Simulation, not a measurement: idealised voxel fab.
You're looking at the process module voxel transistor to metal.
It is cross-section cut that appears here, measuring 180 nm in width, its square cells being 5 nm in size.
Heads up, the way a cross-section reads in here is a grid of square cells, handed over as bands from the top down, with every band being one or more rows of cells. Top, bottom (nm), then materials left to right with widths (nm); lone material tagged "all across" fills the whole band edge to edge; "empty" = empty space. Heights are reckoned from 0. Under this level, the received wafer is all of one material. The bottommost band is open-ended downward, for example "0 nm and below". Graded width ("30 to 40"): value in top row of band = first number; value in bottom row = second number; row-to-row change constant. Any step labelled "no modification" changed none of the cells in the cross-section. Closed-off voids of 8+ cells (no open route to the top) go in "Closed cavities", written width x height at distance from the left edge, in nm. Anything after a step's settings on that line? It's the simulator's own note about the step. overlay nm: where the mask lay relative to plan, measured to the right, on steps with a mask; negatives go left.
The process steps that were planned are listed below:
1,RECEIVE: material Si
2,CONFORMAL_DEP: material SiO2, thk nm 5
3,CONFORMAL_DEP: material SiN, thk nm 10
4,DIRECTIONAL_DEP: material aC, thk nm 15
5,PATTERN: tone cover, mask id ACTIVE, material resist, width nm 120, thk nm 30, overlay nm 0
6,DIRECTIONAL_ETCH: etch materials aC, depth nm 15
7,STRIP: etch materials resist
8,DIRECTIONAL_ETCH: etch materials SiN, depth nm 10
9,DIRECTIONAL_ETCH: etch materials SiO2, depth nm 5
10,DIRECTIONAL_ETCH: etch materials Si, depth nm 25
11,STRIP: etch materials aC
12,FILL_DEP: material SiO2, thk nm 10
13,CMP: height nm 15
14,SELECTIVE_ETCH: etch materials SiO2, depth nm 10
15,STRIP: etch materials SiN
16,SELECTIVE_ETCH: etch materials SiO2, depth nm 5
17,OXIDIZE: depth nm 5
18,DIRECTIONAL_DEP: material polySi, thk nm 25
19,DIRECTIONAL_DEP: material SiCN, thk nm 15
20,DIRECTIONAL_DEP: material aC, thk nm 15
21,PATTERN: tone cover, mask id GATE, material resist, width nm 30, thk nm 30, overlay nm 0
22,DIRECTIONAL_ETCH: etch materials aC, depth nm 15
23,STRIP: etch materials resist
24,DIRECTIONAL_ETCH: etch materials SiCN, depth nm 25
25,DIRECTIONAL_ETCH: etch materials polySi, depth nm 35
26,STRIP: etch materials aC
27,CONFORMAL_DEP: material SiO2, thk nm 5
28,DIRECTIONAL_ETCH: etch materials SiO2, depth nm 5
29,CONFORMAL_DEP: material SiN, thk nm 5
30,DIRECTIONAL_ETCH: etch materials SiN, depth nm 5
31,DIRECTIONAL_ETCH: etch materials SiO2, depth nm 5
32,EPI: material SiGe, thk nm 5
33,FILL_DEP: material SiO2, thk nm 5
34,CMP: height nm 25
35,STRIP: etch materials polySi
36,SELECTIVE_ETCH: etch materials SiO2, depth nm 5
37,CONFORMAL_DEP: material HfO2, thk nm 5
38,CONFORMAL_DEP: material TiN, thk nm 5
39,FILL_DEP: material W, thk nm 10
40,CMP: height nm 20
41,DIRECTIONAL_DEP: material SiO2, thk nm 15
42,PATTERN: tone open, mask id CONTACT, material resist, width nm 20, pitch nm 80, thk nm 15, overlay nm 0
43,DIRECTIONAL_ETCH: etch materials SiO2, depth nm 35
44,STRIP: etch materials resist
45,CONFORMAL_DEP: material TiN, thk nm 5
46,FILL_DEP: material W, thk nm 5
47,CMP: height nm 35
48,CONFORMAL_DEP: material SiN, thk nm 5
49,DIRECTIONAL_DEP: material lowk, thk nm 20
50,DIRECTIONAL_DEP: material aC, thk nm 15
51,PATTERN: tone open, mask id METAL_1, material resist, width nm 20, pitch nm 80, thk nm 30, overlay nm 0
52,DIRECTIONAL_ETCH: etch materials aC, depth nm 15
53,STRIP: etch materials resist
54,DIRECTIONAL_ETCH: etch materials lowk, depth nm 20
55,DIRECTIONAL_ETCH: etch materials SiN, depth nm 5
56,STRIP: etch materials aC
57,CONFORMAL_DEP: material TiN, thk nm 5
58,FILL_DEP: material Ru, thk nm 5
59,CMP: height nm 60
60,EPI: material Ru, thk nm 5
61,FILL_DEP: material SiCN, thk nm 5
62,DIRECTIONAL_DEP: material lowk, thk nm 35
63,MASKED_ETCH: tone open, mask id METAL_2_HOLES, width nm 15, pitch nm 80, etch materials lowk, depth nm 35, overlay nm 0
64,PATTERN: tone open, mask id METAL_2, material resist, width nm 20, pitch nm 80, thk nm 15, overlay nm 0
65,DIRECTIONAL_ETCH: etch materials lowk, depth nm 20
66,DIRECTIONAL_ETCH: etch materials SiCN, depth nm 5
67,STRIP: etch materials resist
68,CONFORMAL_DEP: material TiN, thk nm 5
69,FILL_DEP: material Cu, thk nm 10
70,CMP: height nm 105
71,CONFORMAL_DEP: material SiCN, thk nm 5
Wafer cross-section on receipt, i.e. after step 1:
> 0 nm and below  Si all across
> Closed cavities: none
End state of the module in cross-section, given the above starting point and plan and one mistake in execution:
> 110 nm to 105 nm  SiCN all across
> 105 nm to 90 nm  lowk (40), TiN (5), Cu (20), TiN (5), lowk (50), TiN (5), Cu (20), TiN (5), lowk (30)
> 90 nm to 85 nm  lowk (40), TiN (5), Cu (5), TiN (20), lowk (50), TiN (5), Cu (5), TiN (20), lowk (30)
> 85 nm to 75 nm  lowk (40), TiN (5), Cu (5), TiN (5), lowk (65), TiN (5), Cu (5), TiN (5), lowk (45)
> 75 nm to 70 nm  lowk (40), TiN (15), lowk (65), TiN (15), lowk (45)
> 70 nm to 65 nm  SiCN (50), TiN (5), SiCN (75), TiN (5), SiCN (45)
> 65 nm to 60 nm  SiCN (35), Ru (30), SiCN (50), Ru (30), SiCN (35)
> 60 nm to 40 nm  lowk (40), TiN (5), Ru (10), TiN (5), lowk (60), TiN (5), Ru (10), TiN (5), lowk (40)
> 40 nm to 35 nm  SiN (40), TiN (20), SiN (60), TiN (20), SiN (40)
> 35 nm to 20 nm  SiO2 (40), TiN (5), W (10), TiN (5), SiO2 (60), TiN (5), W (10), TiN (5), SiO2 (40)
> 20 nm to 5 nm  SiO2 (40), TiN (5), W (10), TiN (5), SiO2 (5), SiN (5), HfO2 (5), TiN (5), W (20), TiN (5), HfO2 (5), SiN (5), SiO2 (5), TiN (5), W (10), TiN (5), SiO2 (40)
> 5 nm to 0 nm  SiO2 (40), TiN (20), SiO2 (5), SiN (5), HfO2 (5), TiN (30), HfO2 (5), SiN (5), SiO2 (5), TiN (20), SiO2 (40)
> 0 nm to -5 nm  SiO2 (25), SiGe (40), SiO2 (5), HfO2 (40), SiO2 (5), SiGe (40), SiO2 (25)
> -5 nm to -25 nm  SiO2 (30), Si (120), SiO2 (30)
> -25 nm and below  Si all across
> Closed cavities: none
Plan not followed: step 64 ran as: PATTERN: tone open, mask id METAL_2, material resist, width nm 20, pitch nm 80, thk nm 15, overlay nm 10
